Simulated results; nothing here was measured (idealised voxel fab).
Module name: voxel wiring stack (process module)
For reference, the cross-section in this document is cut, with width 230 nm and square cells of 5 nm.
Throughout this document, each cross-section is represented as a grid of square cells and is presented as a sequence of bands enumerated from the top downward, where a band comprises one or more rows of cells. Each band's line starts with the height of the band's top and of its bottom, in nm. Then come its materials from left to right, each with its width in nm. One material with "edge to edge" fills the band from edge to edge. "empty" is empty space. Heights from 0 (as-received wafer is one material below). Bottom band endless downward, as "0 nm and below". Think of "30 to 40" as a width that walks from the first number to the second as you go down the band, top row to bottom row, taking equal-sized steps from row to row. "remained the same", as given for a step, is the statement that not any cell of the cross-section underwent a change during that step. In "Enclosed void listing" the enclosed voids are listed, meaning empty spaces of 8 cells or larger without any opening to the top. The form is width x height at distance, distance from the left edge, units nm. Text after the settings on a step's line: the simulator's own remark on that step. On any step carrying a mask, the "overlay nm" setting, if present on the step's line, tells how far right of its planned place the mask lay; negative values point to the left.
## The following list gives the planned process steps
- 1: RECEIVE | material Si
- 2: CONFORMAL_DEP | material SiO2 | thk nm 10
- 3: DIRECTIONAL_DEP | material TiN | thk nm 5
- 4: DIRECTIONAL_DEP | material W | thk nm 20
- 5: PATTERN | tone cover | mask id METAL_1 | material resist | width nm 25 | pitch nm 40 | thk nm 20 | overlay nm 0
- 6: DIRECTIONAL_ETCH | etch materials W | depth nm 20
- 7: DIRECTIONAL_ETCH | etch materials TiN | depth nm 5
- 8: STRIP | etch materials resist
- 9: CONFORMAL_DEP | material SiN | thk nm 5
- 10: FILL_DEP | material SiO2 | thk nm 10
- 11: CMP | height nm 35
- 12: CONFORMAL_DEP | material SiCN | thk nm 5
- 13: DIRECTIONAL_DEP | material lowk | thk nm 15
- 14: MASKED_ETCH | tone open | mask id PLUG_1 | width nm 15 | pitch nm 80 | etch materials lowk | depth nm 15 | overlay nm 0
- 15: MASKED_ETCH | tone open | mask id PLUG_1 | width nm 15 | pitch nm 80 | etch materials SiCN | depth nm 5 | overlay nm 0
- 16: EPI | material Ru | thk nm 10
- 17: EPI | material Ru | thk nm 10
- 18: DIRECTIONAL_DEP | material TiN | thk nm 5
- 19: DIRECTIONAL_DEP | material Ru | thk nm 15
- 20: DIRECTIONAL_DEP | material aC | thk nm 10
- 21: PATTERN | tone cover | mask id METAL_2 | material resist | width nm 25 | pitch nm 40 | thk nm 30 | overlay nm 0
- 22: DIRECTIONAL_ETCH | etch materials aC | depth nm 10
- 23: STRIP | etch materials resist
- 24: DIRECTIONAL_ETCH | etch materials Ru | depth nm 15
- 25: DIRECTIONAL_ETCH | etch materials TiN | depth nm 5
- 26: STRIP | etch materials aC
- 27: CONFORMAL_DEP | material SiCN | thk nm 5
- 28: FILL_DEP | material lowk | thk nm 5
- 29: CMP | height nm 75
- 30: CONFORMAL_DEP | material SiCN | thk nm 5
- 31: DIRECTIONAL_DEP | material SiO2 | thk nm 35
- 32: MASKED_ETCH | tone open | mask id METAL_3_HOLES | width nm 15 | pitch nm 40 | etch materials SiO2 | depth nm 35 | overlay nm 0
- 33: DIRECTIONAL_DEP | material aC | thk nm 15
- 34: PATTERN | tone open | mask id METAL_3 | material resist | width nm 25 | pitch nm 40 | thk nm 30 | overlay nm 0
- 35: DIRECTIONAL_ETCH | etch materials aC | depth nm 15
- 36: STRIP | etch materials resist
- 37: DIRECTIONAL_ETCH | etch materials SiO2 | depth nm 20
- 38: DIRECTIONAL_ETCH | etch materials SiCN | depth nm 5
- 39: STRIP | etch materials aC
- 40: CONFORMAL_DEP | material TiN | thk nm 5
- 41: FILL_DEP | material Cu | thk nm 10
- 42: CMP | height nm 115
- 43: CONFORMAL_DEP | material SiCN | thk nm 5
- 44: DIRECTIONAL_DEP | material lowk | thk nm 25
- 45: DIRECTIONAL_DEP | material aC | thk nm 15
- 46: PATTERN | tone open | mask id METAL_4_HOLES | material resist | width nm 15 | pitch nm 40 | thk nm 35 | overlay nm 0
- 47: DIRECTIONAL_ETCH | etch materials aC | depth nm 15
- 48: STRIP | etch materials resist
- 49: DIRECTIONAL_ETCH | etch materials lowk | depth nm 25
- 50: STRIP | etch materials aC
- 51: MASKED_ETCH | tone open | mask id METAL_4 | width nm 25 | pitch nm 40 | etch materials lowk | depth nm 15 | overlay nm 0
- 52: MASKED_ETCH | tone open | mask id METAL_4 | width nm 25 | pitch nm 40 | etch materials SiCN | depth nm 5 | overlay nm 0
- 53: CONFORMAL_DEP | material TiN | thk nm 5
- 54: FILL_DEP | material Ru | thk nm 10
- 55: CMP | height nm 145
- 56: CONFORMAL_DEP | material SiCN | thk nm 5
Keep in mind the plan's value for the thk nm of step 27 comes from the first wafer; the wafers don't share that setting, but they do share the same starting point.
## Cross-section of the first incoming wafer of several, state after step 1
  0 nm and below = Si edge to edge
  Enclosed void listing: none
## Wafer cross-section (first of several) - module end, post step 56 (last step)
  150 nm to 145 nm = SiCN edge to edge
  145 nm to 135 nm = 60 nm lowk, then 5 nm TiN, then 15 nm Ru, then 5 nm TiN, then 15 nm lowk, then 5 nm TiN, then 15 nm Ru, then 5 nm TiN, then 15 nm lowk, then 5 nm TiN, then 15 nm Ru, then 5 nm TiN, then 65 nm lowk
  135 nm to 130 nm = 60 nm lowk, then 5 nm TiN, then 5 nm Ru, then 15 nm TiN, then 15 nm lowk, then 5 nm TiN, then 5 nm Ru, then 15 nm TiN, then 15 nm lowk, then 5 nm TiN, then 5 nm Ru, then 15 nm TiN, then 65 nm lowk
  130 nm to 120 nm = 60 nm lowk, then 5 nm TiN, then 5 nm Ru, then 5 nm TiN, then 25 nm lowk, then 5 nm TiN, then 5 nm Ru, then 5 nm TiN, then 25 nm lowk, then 5 nm TiN, then 5 nm Ru, then 5 nm TiN, then 75 nm lowk
  120 nm to 115 nm = 60 nm SiCN, then 15 nm TiN, then 25 nm SiCN, then 15 nm TiN, then 25 nm SiCN, then 15 nm TiN, then 75 nm SiCN
  115 nm to 100 nm = 60 nm SiO2, then 5 nm TiN, then 15 nm Cu, then 5 nm TiN, then 15 nm SiO2, then 5 nm TiN, then 15 nm Cu, then 5 nm TiN, then 15 nm SiO2, then 5 nm TiN, then 15 nm Cu, then 5 nm TiN, then 65 nm SiO2
  100 nm to 95 nm = 60 nm SiO2, then 5 nm TiN, then 5 nm Cu, then 15 nm TiN, then 15 nm SiO2, then 5 nm TiN, then 5 nm Cu, then 15 nm TiN, then 15 nm SiO2, then 5 nm TiN, then 5 nm Cu, then 15 nm TiN, then 65 nm SiO2
  95 nm to 80 nm = 60 nm SiO2, then 5 nm TiN, then 5 nm Cu, then 5 nm TiN, then 25 nm SiO2, then 5 nm TiN, then 5 nm Cu, then 5 nm TiN, then 25 nm SiO2, then 5 nm TiN, then 5 nm Cu, then 5 nm TiN, then 75 nm SiO2
  80 nm to 75 nm = 60 nm SiCN, then 15 nm TiN, then 25 nm SiCN, then 15 nm TiN, then 25 nm SiCN, then 15 nm TiN, then 75 nm SiCN
  75 nm to 60 nm = 55 nm lowk, then 5 nm SiCN, then 25 nm Ru, then 5 nm SiCN, then 5 nm lowk, then 5 nm SiCN, then 25 nm Ru, then 5 nm SiCN, then 5 nm lowk, then 5 nm SiCN, then 25 nm Ru, then 5 nm SiCN, then 60 nm lowk
  60 nm to 55 nm = 60 nm SiCN, then 25 nm TiN, then 15 nm SiCN, then 25 nm TiN, then 15 nm SiCN, then 25 nm TiN, then 65 nm SiCN
  55 nm to 40 nm = 60 nm lowk, then 15 nm Ru, then 65 nm lowk, then 15 nm Ru, then 75 nm lowk
  40 nm to 35 nm = 60 nm SiCN, then 15 nm Ru, then 65 nm SiCN, then 15 nm Ru, then 75 nm SiCN
  35 nm to 15 nm = 55 nm SiO2, then 5 nm SiN, then 25 nm W, then 5 nm SiN, then 5 nm SiO2, then 5 nm SiN, then 25 nm W, then 5 nm SiN, then 5 nm SiO2, then 5 nm SiN, then 25 nm W, then 5 nm SiN, then 60 nm SiO2
  15 nm to 10 nm = 60 nm SiN, then 25 nm TiN, then 15 nm SiN, then 25 nm TiN, then 15 nm SiN, then 25 nm TiN, then 65 nm SiN
  10 nm to 0 nm = SiO2 edge to edge
  0 nm and below = Si edge to edge
  Enclosed void listing: none
## Module end, final wafer: cross-section
  150 nm to 145 nm = SiCN edge to edge
  145 nm to 135 nm = 60 nm lowk, then 5 nm TiN, then 15 nm Ru, then 5 nm TiN, then 15 nm lowk, then 5 nm TiN, then 15 nm Ru, then 5 nm TiN, then 15 nm lowk, then 5 nm TiN, then 15 nm Ru, then 5 nm TiN, then 65 nm lowk
  135 nm to 130 nm = 60 nm lowk, then 5 nm TiN, then 5 nm Ru, then 15 nm TiN, then 15 nm lowk, then 5 nm TiN, then 5 nm Ru, then 15 nm TiN, then 15 nm lowk, then 5 nm TiN, then 5 nm Ru, then 15 nm TiN, then 65 nm lowk
  130 nm to 120 nm = 60 nm lowk, then 5 nm TiN, then 5 nm Ru, then 5 nm TiN, then 25 nm lowk, then 5 nm TiN, then 5 nm Ru, then 5 nm TiN, then 25 nm lowk, then 5 nm TiN, then 5 nm Ru, then 5 nm TiN, then 75 nm lowk
  120 nm to 115 nm = 60 nm SiCN, then 15 nm TiN, then 25 nm SiCN, then 15 nm TiN, then 25 nm SiCN, then 15 nm TiN, then 75 nm SiCN
  115 nm to 100 nm = 60 nm SiO2, then 5 nm TiN, then 15 nm Cu, then 5 nm TiN, then 15 nm SiO2, then 5 nm TiN, then 15 nm Cu, then 5 nm TiN, then 15 nm SiO2, then 5 nm TiN, then 15 nm Cu, then 5 nm TiN, then 65 nm SiO2
  100 nm to 95 nm = 60 nm SiO2, then 5 nm TiN, then 5 nm Cu, then 15 nm TiN, then 15 nm SiO2, then 5 nm TiN, then 5 nm Cu, then 15 nm TiN, then 15 nm SiO2, then 5 nm TiN, then 5 nm Cu, then 15 nm TiN, then 65 nm SiO2
  95 nm to 80 nm = 60 nm SiO2, then 5 nm TiN, then 5 nm Cu, then 5 nm TiN, then 25 nm SiO2, then 5 nm TiN, then 5 nm Cu, then 5 nm TiN, then 25 nm SiO2, then 5 nm TiN, then 5 nm Cu, then 5 nm TiN, then 75 nm SiO2
  80 nm to 75 nm = 60 nm SiCN, then 15 nm TiN, then 25 nm SiCN, then 15 nm TiN, then 25 nm SiCN, then 15 nm TiN, then 75 nm SiCN
  75 nm to 60 nm = 60 nm SiCN, then 25 nm Ru, then 15 nm SiCN, then 25 nm Ru, then 15 nm SiCN, then 25 nm Ru, then 65 nm SiCN
  60 nm to 55 nm = 60 nm SiCN, then 25 nm TiN, then 15 nm SiCN, then 25 nm TiN, then 15 nm SiCN, then 25 nm TiN, then 65 nm SiCN
  55 nm to 40 nm = 60 nm lowk, then 15 nm Ru, then 65 nm lowk, then 15 nm Ru, then 75 nm lowk
  40 nm to 35 nm = 60 nm SiCN, then 15 nm Ru, then 65 nm SiCN, then 15 nm Ru, then 75 nm SiCN
  35 nm to 15 nm = 55 nm SiO2, then 5 nm SiN, then 25 nm W, then 5 nm SiN, then 5 nm SiO2, then 5 nm SiN, then 25 nm W, then 5 nm SiN, then 5 nm SiO2, then 5 nm SiN, then 25 nm W, then 5 nm SiN, then 60 nm SiO2
  15 nm to 10 nm = 60 nm SiN, then 25 nm TiN, then 15 nm SiN, then 25 nm TiN, then 15 nm SiN, then 25 nm TiN, then 65 nm SiN
  10 nm to 0 nm = SiO2 edge to edge
  0 nm and below = Si edge to edge
  Enclosed void listing: none
## Take any row and you have a wafer at the end of the module: how many cells of each material it has gained (+) or lost (-) since it was received, and then its closed voids
thk nm 5, +39 Cu, +96 Ru, +209 SiCN, +55 SiN, +427 SiO2, +132 TiN, +60 W, +362 lowk, Enclosed void listing: none
thk nm 10, +39 Cu, +96 Ru, +242 SiCN, +55 SiN, +427 SiO2, +132 TiN, +60 W, +329 lowk, Enclosed void listing: none
thk nm 15, +39 Cu, +96 Ru, +265 SiCN, +55 SiN, +427 SiO2, +132 TiN, +60 W, +306 lowk, Enclosed void listing: none
thk nm 20, +39 Cu, +96 Ru, +284 SiCN, +55 SiN, +427 SiO2, +132 TiN, +60 W, +287 lowk, Enclosed void listing: none
